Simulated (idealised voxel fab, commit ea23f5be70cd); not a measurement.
The document below concerns the process module designated voxel transistor to metal.
Displayed cross-section: cut, width of 165 nm, square cells sized 5 nm.
Cross-section format: a grid of square cells, given as bands from top to bottom; each band is one or more rows of cells. Read a band's entry like this: the first values are the height of its top and the height of its bottom in nm, and what follows is the sequence of materials from left to right, each with its width in nm. Note that "empty" is empty space, and that a single material marked "throughout" reaches across the band from edge to edge. Where do heights start? At 0: under that level the wafer as delivered is made of one material only. And the lowest band has no floor; it just carries on downward, as in "0 and below". A width given as "30 to 40" starts at the first number in the band's top row and ends at the second number in its bottom row, shifting by an equal amount at every step from row to row. The designation "remained the same", where it is given for a processing step, indicates that no cell of the cross-section was altered in the course of that step. Empty spaces counting at least 8 cells and having no open way to the top are listed in "Fully closed voids". The notation width x height at distance is used for each, the distance being from the left edge and all three values in nm. It should be noted that, on the line of a given step, the content following the step's settings is a remark produced by the simulator itself with respect to that step. The setting "overlay nm" may be written on the line of a step. When the step uses a mask, the value reports how far to the right of the planned place the mask lay, and a negative value reports that it lay to the left.

Intended process steps
1,RECEIVE | material Si
2,OXIDIZE | depth nm 5
3,CONFORMAL_DEP | material SiN | thk nm 10
4,MASKED_ETCH | tone cover | mask id ACTIVE | width nm 115 | etch materials SiN | depth nm 10 | overlay nm 0
5,MASKED_ETCH | tone cover | mask id ACTIVE | width nm 115 | etch materials SiO2 | depth nm 5 | overlay nm 0
6,MASKED_ETCH | tone cover | mask id ACTIVE | width nm 115 | etch materials Si | depth nm 35 | overlay nm 0
7,OXIDIZE | depth nm 5
8,FILL_DEP | material SiO2 | thk nm 15
9,CMP | height nm 10
10,SELECTIVE_ETCH | etch materials SiO2 | depth nm 10
11,STRIP | etch materials SiN
12,SELECTIVE_ETCH | etch materials SiO2 | depth nm 5
13,OXIDIZE | depth nm 5
14,DIRECTIONAL_DEP | material polySi | thk nm 25
15,DIRECTIONAL_DEP | material SiCN | thk nm 10
16,MASKED_ETCH | tone cover | mask id GATE | width nm 35 | etch materials SiCN | depth nm 20 | overlay nm 0
17,MASKED_ETCH | tone cover | mask id GATE | width nm 35 | etch materials polySi | depth nm 35 | overlay nm 0
18,CONFORMAL_DEP | material SiN | thk nm 10
19,DIRECTIONAL_ETCH | etch materials SiN | depth nm 10
20,DIRECTIONAL_ETCH | etch materials SiO2 | depth nm 5
21,DIRECTIONAL_ETCH | etch materials Si | depth nm 5
22,EPI | material SiGe | thk nm 5
23,FILL_DEP | material SiO2 | thk nm 10
24,CMP | height nm 20
25,STRIP | etch materials polySi
26,SELECTIVE_ETCH | etch materials SiO2 | depth nm 5
27,CONFORMAL_DEP | material HfO2 | thk nm 5
28,CONFORMAL_DEP | material TiN | thk nm 5
29,FILL_DEP | material W | thk nm 5
30,CMP | height nm 15
31,DIRECTIONAL_DEP | material SiO2 | thk nm 10
32,DIRECTIONAL_DEP | material aC | thk nm 10
33,PATTERN | tone open | mask id CONTACT | material resist | width nm 20 | pitch nm 85 | thk nm 30 | overlay nm 0
34,DIRECTIONAL_ETCH | etch materials aC | depth nm 10
35,STRIP | etch materials resist
36,DIRECTIONAL_ETCH | etch materials SiO2 | depth nm 35
37,STRIP | etch materials aC
38,CONFORMAL_DEP | material TiN | thk nm 5
39,FILL_DEP | material W | thk nm 5
40,CMP | height nm 25
41,DIRECTIONAL_DEP | material TiN | thk nm 5
42,DIRECTIONAL_DEP | material W | thk nm 25
43,MASKED_ETCH | tone cover | mask id METAL_1 | width nm 20 | pitch nm 85 | etch materials W | depth nm 25 | overlay nm 0
44,MASKED_ETCH | tone cover | mask id METAL_1 | width nm 20 | pitch nm 85 | etch materials TiN | depth nm 5 | overlay nm 0
45,CONFORMAL_DEP | material SiN | thk nm 5
46,FILL_DEP | material lowk | thk nm 5
47,CMP | height nm 55
48,CONFORMAL_DEP | material SiCN | thk nm 5

On the first of the two wafers: run conducted according to plan

The cross-section here shows the wafer as received, i.e. in its state after step 1
    0 and below: Si throughout
    Fully closed voids: none

Step 2 complete: cross-section through the wafer
    0 down to -5: SiO2 throughout
    Lower than -5, everything is as it was.

Step 3 complete: cross-section through the wafer
    10 down to 0: SiN throughout
    Lower than 0, everything is as it was.

Step 4 complete: cross-section through the wafer
    10 down to 0: empty 25 / SiN 115 / empty 25
    Lower than 0, everything is as it was.

Step 5 complete: cross-section through the wafer
    10 down to 0: empty 25 / SiN 115 / empty 25
    0 down to -5: empty 25 / SiO2 115 / empty 25
    Lower than -5, everything is as it was.

Step 6 complete: cross-section through the wafer
    10 down to 0: empty 25 / SiN 115 / empty 25
    0 down to -5: empty 25 / SiO2 115 / empty 25
    -5 down to -40: empty 25 / Si 115 / empty 25
    Lower than -40, everything is as it was.

Step 7 complete: cross-section through the wafer
    10 down to 0: empty 25 / SiN 115 / empty 25
    0 down to -5: empty 25 / SiO2 115 / empty 25
    -5 down to -40: empty 25 / SiO2 5 / Si 105 / SiO2 5 / empty 25
    -40 down to -45: SiO2 30 / Si 105 / SiO2 30
    Lower than -45, everything is as it was.

Step 8 complete: cross-section through the wafer
    25 down to 10: SiO2 throughout
    10 down to 0: SiO2 25 / SiN 115 / SiO2 25
    0 down to -5: SiO2 throughout
    -5 down to -45: SiO2 30 / Si 105 / SiO2 30
    Lower than -45, everything is as it was.

Step 9 complete: cross-section through the wafer
    10 down to 0: SiO2 25 / SiN 115 / SiO2 25
    Lower than 0, everything is as it was.

Step 10 complete: cross-section through the wafer
    10 down to 0: empty 25 / SiN 115 / empty 25
    Lower than 0, everything is as it was.

Step 11 complete: cross-section through the wafer
    0 down to -5: SiO2 throughout
    Lower than -5, everything is as it was.

Step 12 complete: cross-section through the wafer
    -5 down to -45: SiO2 30 / Si 105 / SiO2 30
    Lower than -45, everything is as it was.

Step 13 complete: cross-section through the wafer
    -5 down to -10: SiO2 throughout
    Lower than -10, everything is as it was.

Step 14 complete: cross-section through the wafer
    20 down to -5: polySi throughout
    Lower than -5, everything is as it was.

Step 15 complete: cross-section through the wafer
    30 down to 20: SiCN throughout
    Lower than 20, everything is as it was.

Step 16 complete: cross-section through the wafer
    30 down to 20: empty 65 / SiCN 35 / empty 65
    Lower than 20, everything is as it was.

Step 17 complete: cross-section through the wafer
    30 down to 20: empty 65 / SiCN 35 / empty 65
    20 down to -5: empty 65 / polySi 35 / empty 65
    Lower than -5, everything is as it was.

Step 18 complete: cross-section through the wafer
    40 down to 30: empty 55 / SiN 55 / empty 55
    30 down to 20: empty 55 / SiN 10 / SiCN 35 / SiN 10 / empty 55
    20 down to 5: empty 55 / SiN 10 / polySi 35 / SiN 10 / empty 55
    5 down to -5: SiN 65 / polySi 35 / SiN 65
    Lower than -5, everything is as it was.

Step 19 complete: cross-section through the wafer
    30 down to 20: empty 55 / SiN 10 / SiCN 35 / SiN 10 / empty 55
    20 down to -5: empty 55 / SiN 10 / polySi 35 / SiN 10 / empty 55
    Lower than -5, everything is as it was.

Step 20 complete: cross-section through the wafer
    30 down to 20: empty 55 / SiN 10 / SiCN 35 / SiN 10 / empty 55
    20 down to -5: empty 55 / SiN 10 / polySi 35 / SiN 10 / empty 55
    -5 down to -10: empty 55 / SiO2 55 / empty 55
    Lower than -10, everything is as it was.

Step 21 complete: cross-section through the wafer
    30 down to 20: empty 55 / SiN 10 / SiCN 35 / SiN 10 / empty 55
    20 down to -5: empty 55 / SiN 10 / polySi 35 / SiN 10 / empty 55
    -5 down to -10: empty 55 / SiO2 55 / empty 55
    -10 down to -15: SiO2 30 / empty 25 / Si 55 / empty 25 / SiO2 30
    Lower than -15, everything is as it was.

Step 22 complete: cross-section through the wafer
    30 down to 20: empty 55 / SiN 10 / SiCN 35 / SiN 10 / empty 55
    20 down to -5: empty 55 / SiN 10 / polySi 35 / SiN 10 / empty 55
    -5 down to -10: empty 50 / SiGe 5 / SiO2 55 / SiGe 5 / empty 50
    -10 down to -15: SiO2 30 / SiGe 25 / Si 55 / SiGe 25 / SiO2 30
    Lower than -15, everything is as it was.

Step 23 complete: cross-section through the wafer
    40 down to 30: SiO2 throughout
    30 down to 20: SiO2 55 / SiN 10 / SiCN 35 / SiN 10 / SiO2 55
    20 down to -5: SiO2 55 / SiN 10 / polySi 35 / SiN 10 / SiO2 55
    -5 down to -10: SiO2 50 / SiGe 5 / SiO2 55 / SiGe 5 / SiO2 50
    Lower than -10, everything is as it was.

Step 24 complete: cross-section through the wafer
    20 down to -5: SiO2 55 / SiN 10 / polySi 35 / SiN 10 / SiO2 55
    Lower than -5, everything is as it was.

Step 25 complete: cross-section through the wafer
    20 down to -5: SiO2 55 / SiN 10 / empty 35 / SiN 10 / SiO2 55
    Lower than -5, everything is as it was.

Step 26 complete: cross-section through the wafer
    20 down to 15: empty 55 / SiN 10 / empty 35 / SiN 10 / empty 55
    15 down to -5: SiO2 55 / SiN 10 / empty 35 / SiN 10 / SiO2 55
    -5 down to -10: SiO2 50 / SiGe 5 / SiO2 5 / empty 45 / SiO2 5 / SiGe 5 / SiO2 50
    Lower than -10, everything is as it was.

Step 27 complete: cross-section through the wafer
    25 down to 20: empty 50 / HfO2 20 / empty 25 / HfO2 20 / empty 50
    20 down to 15: HfO2 55 / SiN 10 / HfO2 5 / empty 25 / HfO2 5 / SiN 10 / HfO2 55
    15 down to -5: SiO2 55 / SiN 10 / HfO2 5 / empty 25 / HfO2 5 / SiN 10 / SiO2 55
    -5 down to -10: SiO2 50 / SiGe 5 / SiO2 5 / HfO2 45 / SiO2 5 / SiGe 5 / SiO2 50
    Lower than -10, everything is as it was.

Step 28 complete: cross-section through the wafer
    30 down to 25: empty 45 / TiN 30 / empty 15 / TiN 30 / empty 45
    25 down to 20: TiN 50 / HfO2 20 / TiN 5 / empty 15 / TiN 5 / HfO2 20 / TiN 50
    20 down to 15: HfO2 55 / SiN 10 / HfO2 5 / TiN 5 / empty 15 / TiN 5 / HfO2 5 / SiN 10 / HfO2 55
    15 down to 0: SiO2 55 / SiN 10 / HfO2 5 / TiN 5 / empty 15 / TiN 5 / HfO2 5 / SiN 10 / SiO2 55
    0 down to -5: SiO2 55 / SiN 10 / HfO2 5 / TiN 25 / HfO2 5 / SiN 10 / SiO2 55
    Lower than -5, everything is as it was.

Step 29 complete: cross-section through the wafer
    35 down to 30: W throughout
    30 down to 25: W 45 / TiN 30 / W 15 / TiN 30 / W 45
    25 down to 20: TiN 50 / HfO2 20 / TiN 5 / W 15 / TiN 5 / HfO2 20 / TiN 50
    20 down to 15: HfO2 55 / SiN 10 / HfO2 5 / TiN 5 / W 15 / TiN 5 / HfO2 5 / SiN 10 / HfO2 55
    15 down to 0: SiO2 55 / SiN 10 / HfO2 5 / TiN 5 / W 15 / TiN 5 / HfO2 5 / SiN 10 / SiO2 55
    Lower than 0, everything is as it was.

Step 30 complete: cross-section through the wafer
    15 down to 0: SiO2 55 / SiN 10 / HfO2 5 / TiN 5 / W 15 / TiN 5 / HfO2 5 / SiN 10 / SiO2 55
    Lower than 0, everything is as it was.

Step 31 complete: cross-section through the wafer
    25 down to 15: SiO2 throughout
    Lower than 15, everything is as it was.

Step 32 complete: cross-section through the wafer
    35 down to 25: aC throughout
    Lower than 25, everything is as it was.

Step 33 complete: cross-section through the wafer
    65 down to 35: resist 30 / empty 20 / resist 65 / empty 20 / resist 30
    Lower than 35, everything is as it was.

Step 34 complete: cross-section through the wafer
    55 down to 35: resist 30 / empty 20 / resist 65 / empty 20 / resist 30
    35 down to 25: aC 30 / empty 20 / aC 65 / empty 20 / aC 30
    Lower than 25, everything is as it was.

Step 35 complete: cross-section through the wafer
    35 down to 25: aC 30 / empty 20 / aC 65 / empty 20 / aC 30
    Lower than 25, everything is as it was.

Step 36 complete: cross-section through the wafer
    35 down to 25: aC 30 / empty 20 / aC 65 / empty 20 / aC 30
    25 down to 15: SiO2 30 / empty 20 / SiO2 65 / empty 20 / SiO2 30
    15 down to 0: SiO2 30 / empty 20 / SiO2 5 / SiN 10 / HfO2 5 / TiN 5 / W 15 / TiN 5 / HfO2 5 / SiN 10 / SiO2 5 / empty 20 / SiO2 30
    0 down to -5: SiO2 30 / empty 20 / SiO2 5 / SiN 10 / HfO2 5 / TiN 25 / HfO2 5 / SiN 10 / SiO2 5 / empty 20 / SiO2 30
    -5 down to -10: SiO2 30 / empty 20 / SiGe 5 / SiO2 5 / HfO2 45 / SiO2 5 / SiGe 5 / empty 20 / SiO2 30
    Lower than -10, everything is as it was.

Step 37 complete: cross-section through the wafer
    25 down to 15: SiO2 30 / empty 20 / SiO2 65 / empty 20 / SiO2 30
    Lower than 15, everything is as it was.

Step 38 complete: cross-section through the wafer
    30 down to 25: TiN 35 / empty 10 / TiN 75 / empty 10 / TiN 35
    25 down to 15: SiO2 30 / TiN 5 / empty 10 / TiN 5 / SiO2 65 / TiN 5 / empty 10 / TiN 5 / SiO2 30
    15 down to 0: SiO2 30 / TiN 5 / empty 10 / TiN 5 / SiO2 5 / SiN 10 / HfO2 5 / TiN 5 / W 15 / TiN 5 / HfO2 5 / SiN 10 / SiO2 5 / TiN 5 / empty 10 / TiN 5 / SiO2 30
    0 down to -5: SiO2 30 / TiN 5 / empty 10 / TiN 5 / SiO2 5 / SiN 10 / HfO2 5 / TiN 25 / HfO2 5 / SiN 10 / SiO2 5 / TiN 5 / empty 10 / TiN 5 / SiO2 30
    -5 down to -10: SiO2 30 / TiN 20 / SiGe 5 / SiO2 5 / HfO2 45 / SiO2 5 / SiGe 5 / TiN 20 / SiO2 30
    Lower than -10, everything is as it was.

Step 39 complete: cross-section through the wafer
    35 down to 30: W throughout
    30 down to 25: TiN 35 / W 10 / TiN 75 / W 10 / TiN 35
    25 down to 15: SiO2 30 / TiN 5 / W 10 / TiN 5 / SiO2 65 / TiN 5 / W 10 / TiN 5 / SiO2 30
    15 down to 0: SiO2 30 / TiN 5 / W 10 / TiN 5 / SiO2 5 / SiN 10 / HfO2 5 / TiN 5 / W 15 / TiN 5 / HfO2 5 / SiN 10 / SiO2 5 / TiN 5 / W 10 / TiN 5 / SiO2 30
    0 down to -5: SiO2 30 / TiN 5 / W 10 / TiN 5 / SiO2 5 / SiN 10 / HfO2 5 / TiN 25 / HfO2 5 / SiN 10 / SiO2 5 / TiN 5 / W 10 / TiN 5 / SiO2 30
    Lower than -5, everything is as it was.

Step 40 complete: cross-section through the wafer
    25 down to 15: SiO2 30 / TiN 5 / W 10 / TiN 5 / SiO2 65 / TiN 5 / W 10 / TiN 5 / SiO2 30
    Lower than 15, everything is as it was.

Step 41 complete: cross-section through the wafer
    30 down to 25: TiN throughout
    Lower than 25, everything is as it was.

Step 42 complete: cross-section through the wafer
    55 down to 30: W throughout
    Lower than 30, everything is as it was.

Step 43 complete: cross-section through the wafer
    55 down to 30: empty 30 / W 20 / empty 65 / W 20 / empty 30
    Lower than 30, everything is as it was.

Step 44 complete: cross-section through the wafer
    55 down to 30: empty 30 / W 20 / empty 65 / W 20 / empty 30
    30 down to 25: empty 30 / TiN 20 / empty 65 / TiN 20 / empty 30
    Lower than 25, everything is as it was.

Step 45 complete: cross-section through the wafer
    60 down to 55: empty 25 / SiN 30 / empty 55 / SiN 30 / empty 25
    55 down to 30: empty 25 / SiN 5 / W 20 / SiN 5 / empty 55 / SiN 5 / W 20 / SiN 5 / empty 25
    30 down to 25: SiN 30 / TiN 20 / SiN 65 / TiN 20 / SiN 30
    Lower than 25, everything is as it was.

Step 46 complete: cross-section through the wafer
    65 down to 60: lowk throughout
    60 down to 55: lowk 25 / SiN 30 / lowk 55 / SiN 30 / lowk 25
    55 down to 30: lowk 25 / SiN 5 / W 20 / SiN 5 / lowk 55 / SiN 5 / W 20 / SiN 5 / lowk 25
    Lower than 30, everything is as it was.

Step 47 complete: cross-section through the wafer
    55 down to 30: lowk 25 / SiN 5 / W 20 / SiN 5 / lowk 55 / SiN 5 / W 20 / SiN 5 / lowk 25
    Lower than 30, everything is as it was.

Step 48 complete: cross-section through the wafer
    60 down to 55: SiCN throughout
    Lower than 55, everything is as it was.

Okay, second wafer. Nothing different at the start, nothing different in the plan, just one mistake somewhere in the running. As far as step 10, counting that step, it's the first wafer all over again

Second wafer, section view, time point: scheduled end of step 11
    0 down to -5: SiO2 throughout
    Lower than -5, everything is as it was.

Second wafer, section view, time point: scheduled end of step 12
    -5 down to -45: SiO2 30 / Si 105 / SiO2 30
    Lower than -45, everything is as it was.

Second wafer, section view, time point: scheduled end of step 13
    -5 down to -10: SiO2 throughout
    Lower than -10, everything is as it was.

Second wafer, section view, time point: scheduled end of step 14
    20 down to -5: polySi throughout
    Lower than -5, everything is as it was.

Second wafer, section view, time point: scheduled end of step 15
    30 down to 20: SiCN throughout
    Lower than 20, everything is as it was.

Second wafer, section view, time point: scheduled end of step 16
    30 down to 20: empty 65 / SiCN 35 / empty 65
    Lower than 20, everything is as it was.

Second wafer, section view, time point: scheduled end of step 17
    30 down to 20: empty 65 / SiCN 35 / empty 65
    20 down to -5: empty 65 / polySi 35 / empty 65
    Lower than -5, everything is as it was.

Second wafer, section view, time point: scheduled end of step 18
    40 down to 30: empty 55 / SiN 55 / empty 55
    30 down to 20: empty 55 / SiN 10 / SiCN 35 / SiN 10 / empty 55
    20 down to 5: empty 55 / SiN 10 / polySi 35 / SiN 10 / empty 55
    5 down to -5: SiN 65 / polySi 35 / SiN 65
    Lower than -5, everything is as it was.

Second wafer, section view, time point: scheduled end of step 19
    30 down to 20: empty 55 / SiN 10 / SiCN 35 / SiN 10 / empty 55
    20 down to -5: empty 55 / SiN 10 / polySi 35 / SiN 10 / empty 55
    Lower than -5, everything is as it was.

Second wafer, section view, time point: scheduled end of step 20
    30 down to 20: empty 55 / SiN 10 / SiCN 35 / SiN 10 / empty 55
    20 down to -5: empty 55 / SiN 10 / polySi 35 / SiN 10 / empty 55
    -5 down to -10: empty 55 / SiO2 55 / empty 55
    Lower than -10, everything is as it was.

Second wafer, section view, time point: scheduled end of step 21
    30 down to 20: empty 55 / SiN 10 / SiCN 35 / SiN 10 / empty 55
    20 down to -5: empty 55 / SiN 10 / polySi 35 / SiN 10 / empty 55
    -5 down to -10: empty 55 / SiO2 55 / empty 55
    -10 down to -15: SiO2 30 / empty 25 / Si 55 / empty 25 / SiO2 30
    Lower than -15, everything is as it was.

Second wafer, section view, time point: scheduled end of step 22
    30 down to 20: empty 55 / SiN 10 / SiCN 35 / SiN 10 / empty 55
    20 down to -5: empty 55 / SiN 10 / polySi 35 / SiN 10 / empty 55
    -5 down to -10: empty 50 / SiGe 5 / SiO2 55 / SiGe 5 / empty 50
    -10 down to -15: SiO2 30 / SiGe 25 / Si 55 / SiGe 25 / SiO2 30
    Lower than -15, everything is as it was.

Second wafer, section view, time point: scheduled end of step 23
    40 down to 30: SiO2 throughout
    30 down to 20: SiO2 55 / SiN 10 / SiCN 35 / SiN 10 / SiO2 55
    20 down to -5: SiO2 55 / SiN 10 / polySi 35 / SiN 10 / SiO2 55
    -5 down to -10: SiO2 50 / SiGe 5 / SiO2 55 / SiGe 5 / SiO2 50
    Lower than -10, everything is as it was.

Second wafer, section view, time point: scheduled end of step 24
    20 down to -5: SiO2 55 / SiN 10 / polySi 35 / SiN 10 / SiO2 55
    Lower than -5, everything is as it was.

Second wafer, section view, time point: scheduled end of step 25
    20 down to -5: SiO2 55 / SiN 10 / empty 35 / SiN 10 / SiO2 55
    Lower than -5, everything is as it was.

Second wafer, section view, time point: scheduled end of step 26
    20 down to 15: empty 55 / SiN 10 / empty 35 / SiN 10 / empty 55
    15 down to -5: SiO2 55 / SiN 10 / empty 35 / SiN 10 / SiO2 55
    -5 down to -10: SiO2 50 / SiGe 5 / SiO2 5 / empty 45 / SiO2 5 / SiGe 5 / SiO2 50
    Lower than -10, everything is as it was.

Second wafer, section view, time point: scheduled end of step 27
    25 down to 20: empty 50 / HfO2 20 / empty 25 / HfO2 20 / empty 50
    20 down to 15: HfO2 55 / SiN 10 / HfO2 5 / empty 25 / HfO2 5 / SiN 10 / HfO2 55
    15 down to -5: SiO2 55 / SiN 10 / HfO2 5 / empty 25 / HfO2 5 / SiN 10 / SiO2 55
    -5 down to -10: SiO2 50 / SiGe 5 / SiO2 5 / HfO2 45 / SiO2 5 / SiGe 5 / SiO2 50
    Lower than -10, everything is as it was.

Second wafer, section view, time point: scheduled end of step 28
    30 down to 25: empty 45 / TiN 30 / empty 15 / TiN 30 / empty 45
    25 down to 20: TiN 50 / HfO2 20 / TiN 5 / empty 15 / TiN 5 / HfO2 20 / TiN 50
    20 down to 15: HfO2 55 / SiN 10 / HfO2 5 / TiN 5 / empty 15 / TiN 5 / HfO2 5 / SiN 10 / HfO2 55
    15 down to 0: SiO2 55 / SiN 10 / HfO2 5 / TiN 5 / empty 15 / TiN 5 / HfO2 5 / SiN 10 / SiO2 55
    0 down to -5: SiO2 55 / SiN 10 / HfO2 5 / TiN 25 / HfO2 5 / SiN 10 / SiO2 55
    Lower than -5, everything is as it was.

Second wafer, section view, time point: scheduled end of step 29
    35 down to 30: W throughout
    30 down to 25: W 45 / TiN 30 / W 15 / TiN 30 / W 45
    25 down to 20: TiN 50 / HfO2 20 / TiN 5 / W 15 / TiN 5 / HfO2 20 / TiN 50
    20 down to 15: HfO2 55 / SiN 10 / HfO2 5 / TiN 5 / W 15 / TiN 5 / HfO2 5 / SiN 10 / HfO2 55
    15 down to 0: SiO2 55 / SiN 10 / HfO2 5 / TiN 5 / W 15 / TiN 5 / HfO2 5 / SiN 10 / SiO2 55
    Lower than 0, everything is as it was.

Second wafer, section view, time point: scheduled end of step 30
    15 down to 0: SiO2 55 / SiN 10 / HfO2 5 / TiN 5 / W 15 / TiN 5 / HfO2 5 / SiN 10 / SiO2 55
    Lower than 0, everything is as it was.

Second wafer, section view, time point: scheduled end of step 31
    25 down to 15: SiO2 throughout
    Lower than 15, everything is as it was.

Second wafer, section view, time point: scheduled end of step 32
    35 down to 25: aC throughout
    Lower than 25, everything is as it was.

Second wafer, section view, time point: scheduled end of step 33
    65 down to 35: resist 30 / empty 20 / resist 65 / empty 20 / resist 30
    Lower than 35, everything is as it was.

Second wafer, section view, time point: scheduled end of step 34
    55 down to 35: resist 30 / empty 20 / resist 65 / empty 20 / resist 30
    35 down to 25: aC 30 / empty 20 / aC 65 / empty 20 / aC 30
    Lower than 25, everything is as it was.

Second wafer, section view, time point: scheduled end of step 35
    35 down to 25: aC 30 / empty 20 / aC 65 / empty 20 / aC 30
    Lower than 25, everything is as it was.

Second wafer, section view, time point: scheduled end of step 36
    35 down to 25: aC 30 / empty 20 / aC 65 / empty 20 / aC 30
    25 down to 15: SiO2 30 / empty 20 / SiO2 65 / empty 20 / SiO2 30
    15 down to 0: SiO2 30 / empty 20 / SiO2 5 / SiN 10 / HfO2 5 / TiN 5 / W 15 / TiN 5 / HfO2 5 / SiN 10 / SiO2 5 / empty 20 / SiO2 30
    0 down to -5: SiO2 30 / empty 20 / SiO2 5 / SiN 10 / HfO2 5 / TiN 25 / HfO2 5 / SiN 10 / SiO2 5 / empty 20 / SiO2 30
    -5 down to -10: SiO2 30 / empty 20 / SiGe 5 / SiO2 5 / HfO2 45 / SiO2 5 / SiGe 5 / empty 20 / SiO2 30
    Lower than -10, everything is as it was.

Second wafer, section view, time point: scheduled end of step 37
    25 down to 15: SiO2 30 / empty 20 / SiO2 65 / empty 20 / SiO2 30
    Lower than 15, everything is as it was.

Second wafer, section view, time point: scheduled end of step 38
    30 down to 25: TiN 35 / empty 10 / TiN 75 / empty 10 / TiN 35
    25 down to 15: SiO2 30 / TiN 5 / empty 10 / TiN 5 / SiO2 65 / TiN 5 / empty 10 / TiN 5 / SiO2 30
    15 down to 0: SiO2 30 / TiN 5 / empty 10 / TiN 5 / SiO2 5 / SiN 10 / HfO2 5 / TiN 5 / W 15 / TiN 5 / HfO2 5 / SiN 10 / SiO2 5 / TiN 5 / empty 10 / TiN 5 / SiO2 30
    0 down to -5: SiO2 30 / TiN 5 / empty 10 / TiN 5 / SiO2 5 / SiN 10 / HfO2 5 / TiN 25 / HfO2 5 / SiN 10 / SiO2 5 / TiN 5 / empty 10 / TiN 5 / SiO2 30
    -5 down to -10: SiO2 30 / TiN 20 / SiGe 5 / SiO2 5 / HfO2 45 / SiO2 5 / SiGe 5 / TiN 20 / SiO2 30
    Lower than -10, everything is as it was.

Second wafer, section view, time point: scheduled end of step 39
    35 down to 30: W throughout
    30 down to 25: TiN 35 / W 10 / TiN 75 / W 10 / TiN 35
    25 down to 15: SiO2 30 / TiN 5 / W 10 / TiN 5 / SiO2 65 / TiN 5 / W 10 / TiN 5 / SiO2 30
    15 down to 0: SiO2 30 / TiN 5 / W 10 / TiN 5 / SiO2 5 / SiN 10 / HfO2 5 / TiN 5 / W 15 / TiN 5 / HfO2 5 / SiN 10 / SiO2 5 / TiN 5 / W 10 / TiN 5 / SiO2 30
    0 down to -5: SiO2 30 / TiN 5 / W 10 / TiN 5 / SiO2 5 / SiN 10 / HfO2 5 / TiN 25 / HfO2 5 / SiN 10 / SiO2 5 / TiN 5 / W 10 / TiN 5 / SiO2 30
    Lower than -5, everything is as it was.

Second wafer, section view, time point: scheduled end of step 40
    25 down to 15: SiO2 30 / TiN 5 / W 10 / TiN 5 / SiO2 65 / TiN 5 / W 10 / TiN 5 / SiO2 30
    Lower than 15, everything is as it was.

Second wafer, section view, time point: scheduled end of step 41
    30 down to 25: TiN throughout
    Lower than 25, everything is as it was.

Second wafer, section view, time point: scheduled end of step 42
    55 down to 30: W throughout
    Lower than 30, everything is as it was.

Second wafer, section view, time point: scheduled end of step 43
    55 down to 30: empty 30 / W 20 / empty 65 / W 20 / empty 30
    Lower than 30, everything is as it was.

Second wafer, section view, time point: scheduled end of step 44
    55 down to 30: empty 30 / W 20 / empty 65 / W 20 / empty 30
    30 down to 25: empty 30 / TiN 20 / empty 65 / TiN 20 / empty 30
    Lower than 25, everything is as it was.

Second wafer, section view, time point: scheduled end of step 45
    60 down to 55: empty 25 / SiN 30 / empty 55 / SiN 30 / empty 25
    55 down to 30: empty 25 / SiN 5 / W 20 / SiN 5 / empty 55 / SiN 5 / W 20 / SiN 5 / empty 25
    30 down to 25: SiN 30 / TiN 20 / SiN 65 / TiN 20 / SiN 30
    Lower than 25, everything is as it was.

Second wafer, section view, time point: scheduled end of step 46
    65 down to 60: lowk throughout
    60 down to 55: lowk 25 / SiN 30 / lowk 55 / SiN 30 / lowk 25
    55 down to 30: lowk 25 / SiN 5 / W 20 / SiN 5 / lowk 55 / SiN 5 / W 20 / SiN 5 / lowk 25
    Lower than 30, everything is as it was.

Second wafer, section view, time point: scheduled end of step 47
    55 down to 30: lowk 25 / SiN 5 / W 20 / SiN 5 / lowk 55 / SiN 5 / W 20 / SiN 5 / lowk 25
    Lower than 30, everything is as it was.

Second wafer, section view, time point: scheduled end of step 48
    60 down to 55: SiCN throughout
    Lower than 55, everything is as it was.
Plan not followed: twice, step 11 of the plan was run
Final cross-sections of the two wafers are identical, so the mistake has no effect on what this model computes.
